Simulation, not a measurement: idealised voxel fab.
The document below concerns the process module designated voxel fin reveal.
Square cells of 5 nm make up the cross-section cut, whose width is 285 nm.
In what follows, cross-sections appear as grids of square cells, described through bands that run from the top down, where every band is one or more rows of cells. Per band: top height and bottom height in nm, followed by the left-to-right materials and their widths in nm; "full width" marks a single material spanning edge to edge, "air" marks empty space. Heights are expressed relative to 0, this being the level below which the as-received wafer comprises one material exclusively. The lowest band is unbounded in the downward direction and is denoted as in "0 and below". Per-row width for "30->40": begins at first number (top row of band), ends at second number (bottom row), increment between rows held constant. No cell of the cross-section changed in a step that is given as "nothing altered". Entry "Fully sealed voids" = empty spaces >= 8 cells with no open way to the top; each as width x height at distance, distance from left edge, all nm. If you see something after the settings on a step's line, that's the simulator's own remark about that step. "overlay nm", when on a step's line for a step with a mask, measures how far to the right of its planned place the mask lay; a negative measure means to the left.

Below is the list of planned process steps:
- 1: RECEIVE,material Si
- 2: CONFORMAL_DEP,material SiN,thk nm 10
- 3: DIRECTIONAL_DEP,material aC,thk nm 15
- 4: PATTERN,tone cover,mask id FINS,material resist,width nm 15,pitch nm 40,thk nm 30,overlay nm 0
- 5: DIRECTIONAL_ETCH,etch materials aC,depth nm 15
- 6: STRIP,etch materials resist
- 7: DIRECTIONAL_ETCH,etch materials SiN,depth nm 10
- 8: DIRECTIONAL_ETCH,etch materials Si,depth nm 35
- 9: STRIP,etch materials aC
- 10: FILL_DEP,material SiO2,thk nm 10
- 11: CMP,height nm 10
- 12: SELECTIVE_ETCH,etch materials SiO2,depth nm 20
- 13: STRIP,etch materials SiN
- 14: CONFORMAL_DEP,material HfO2,thk nm 5

Concerning the first of two wafers, which was run in accordance with the plan:

This is the cross-section of the wafer as we received it, i.e. after step 1:
	0 and below | Si full width
	Fully sealed voids: none

Presented here is a cross-section of the wafer after step 2 has been performed:
	10 down to 0 | SiN full width
	Beneath the level 0, the cross-section is identical to its previous state.

Presented here is a cross-section of the wafer after step 3 has been performed:
	25 down to 10 | aC full width
	Beneath the level 10, the cross-section is identical to its previous state.

Presented here is a cross-section of the wafer after step 4 has been performed:
	55 down to 25 | 95 air, 15 resist, 25 air, 15 resist, 25 air, 15 resist, 95 air
	Beneath the level 25, the cross-section is identical to its previous state.

Presented here is a cross-section of the wafer after step 5 has been performed:
	40 down to 25 | 95 air, 15 resist, 25 air, 15 resist, 25 air, 15 resist, 95 air
	25 down to 10 | 95 air, 15 aC, 25 air, 15 aC, 25 air, 15 aC, 95 air
	Beneath the level 10, the cross-section is identical to its previous state.

Presented here is a cross-section of the wafer after step 6 has been performed:
	25 down to 10 | 95 air, 15 aC, 25 air, 15 aC, 25 air, 15 aC, 95 air
	Beneath the level 10, the cross-section is identical to its previous state.

Presented here is a cross-section of the wafer after step 7 has been performed:
	25 down to 10 | 95 air, 15 aC, 25 air, 15 aC, 25 air, 15 aC, 95 air
	10 down to 0 | 95 air, 15 SiN, 25 air, 15 SiN, 25 air, 15 SiN, 95 air
	Beneath the level 0, the cross-section is identical to its previous state.

Presented here is a cross-section of the wafer after step 8 has been performed:
	25 down to 10 | 95 air, 15 aC, 25 air, 15 aC, 25 air, 15 aC, 95 air
	10 down to 0 | 95 air, 15 SiN, 25 air, 15 SiN, 25 air, 15 SiN, 95 air
	0 down to -35 | 95 air, 15 Si, 25 air, 15 Si, 25 air, 15 Si, 95 air
	Beneath the level -35, the cross-section is identical to its previous state.

Presented here is a cross-section of the wafer after step 9 has been performed:
	10 down to 0 | 95 air, 15 SiN, 25 air, 15 SiN, 25 air, 15 SiN, 95 air
	Beneath the level 0, the cross-section is identical to its previous state.

Presented here is a cross-section of the wafer after step 10 has been performed:
	20 down to 10 | SiO2 full width
	10 down to 0 | 95 SiO2, 15 SiN, 25 SiO2, 15 SiN, 25 SiO2, 15 SiN, 95 SiO2
	0 down to -35 | 95 SiO2, 15 Si, 25 SiO2, 15 Si, 25 SiO2, 15 Si, 95 SiO2
	Beneath the level -35, the cross-section is identical to its previous state.

Presented here is a cross-section of the wafer after step 11 has been performed:
	10 down to 0 | 95 SiO2, 15 SiN, 25 SiO2, 15 SiN, 25 SiO2, 15 SiN, 95 SiO2
	Beneath the level 0, the cross-section is identical to its previous state.

Presented here is a cross-section of the wafer after step 12 has been performed:
	10 down to 0 | 95 air, 15 SiN, 25 air, 15 SiN, 25 air, 15 SiN, 95 air
	0 down to -10 | 95 air, 15 Si, 25 air, 15 Si, 25 air, 15 Si, 95 air
	Beneath the level -10, the cross-section is identical to its previous state.

Presented here is a cross-section of the wafer after step 13 has been performed:
	0 down to -10 | 95 air, 15 Si, 25 air, 15 Si, 25 air, 15 Si, 95 air
	Beneath the level -10, the cross-section is identical to its previous state.

Presented here is a cross-section of the wafer after step 14 has been performed:
	5 down to 0 | 90 air, 25 HfO2, 15 air, 25 HfO2, 15 air, 25 HfO2, 90 air
	0 down to -5 | 90 air, 5 HfO2, 15 Si, 5 HfO2, 15 air, 5 HfO2, 15 Si, 5 HfO2, 15 air, 5 HfO2, 15 Si, 5 HfO2, 90 air
	-5 down to -10 | 95 HfO2, 15 Si, 25 HfO2, 15 Si, 25 HfO2, 15 Si, 95 HfO2
	Beneath the level -10, the cross-section is identical to its previous state.

Second wafer - shared start and plan with the first - one error in running - same as the first up to step 11 inclusive:

Second wafer, sectioned view, at step 12's planned end time:
	10 down to 0 | 95 SiO2, 15 air, 25 SiO2, 15 air, 25 SiO2, 15 air, 95 SiO2
	Beneath the level 0, the cross-section is identical to its previous state.

Second wafer, sectioned view, at step 13's planned end time:
	0 down to -10 | 95 air, 15 Si, 25 air, 15 Si, 25 air, 15 Si, 95 air
	-10 down to -20 | 75 SiO2, 20 air, 15 Si, 25 air, 15 Si, 25 air, 15 Si, 20 air, 75 SiO2
	Beneath the level -20, the cross-section is identical to its previous state.

Second wafer, sectioned view, at step 14's planned end time:
	5 down to 0 | 90 air, 25 HfO2, 15 air, 25 HfO2, 15 air, 25 HfO2, 90 air
	0 down to -5 | 90 air, 5 HfO2, 15 Si, 5 HfO2, 15 air, 5 HfO2, 15 Si, 5 HfO2, 15 air, 5 HfO2, 15 Si, 5 HfO2, 90 air
	-5 down to -10 | 80 HfO2, 10 air, 5 HfO2, 15 Si, 5 HfO2, 15 air, 5 HfO2, 15 Si, 5 HfO2, 15 air, 5 HfO2, 15 Si, 5 HfO2, 10 air, 80 HfO2
	-10 down to -15 | 75 SiO2, 5 HfO2, 10 air, 5 HfO2, 15 Si, 5 HfO2, 15 air, 5 HfO2, 15 Si, 5 HfO2, 15 air, 5 HfO2, 15 Si, 5 HfO2, 10 air, 5 HfO2, 75 SiO2
	-15 down to -20 | 75 SiO2, 20 HfO2, 15 Si, 25 HfO2, 15 Si, 25 HfO2, 15 Si, 20 HfO2, 75 SiO2
	Beneath the level -20, the cross-section is identical to its previous state.
What was the processing mistake? plan steps 12 and 13 run swapped
Cell-count delta at end, second wafer over first, by material: HfO2: 16 more, SiO2: 36 fewer
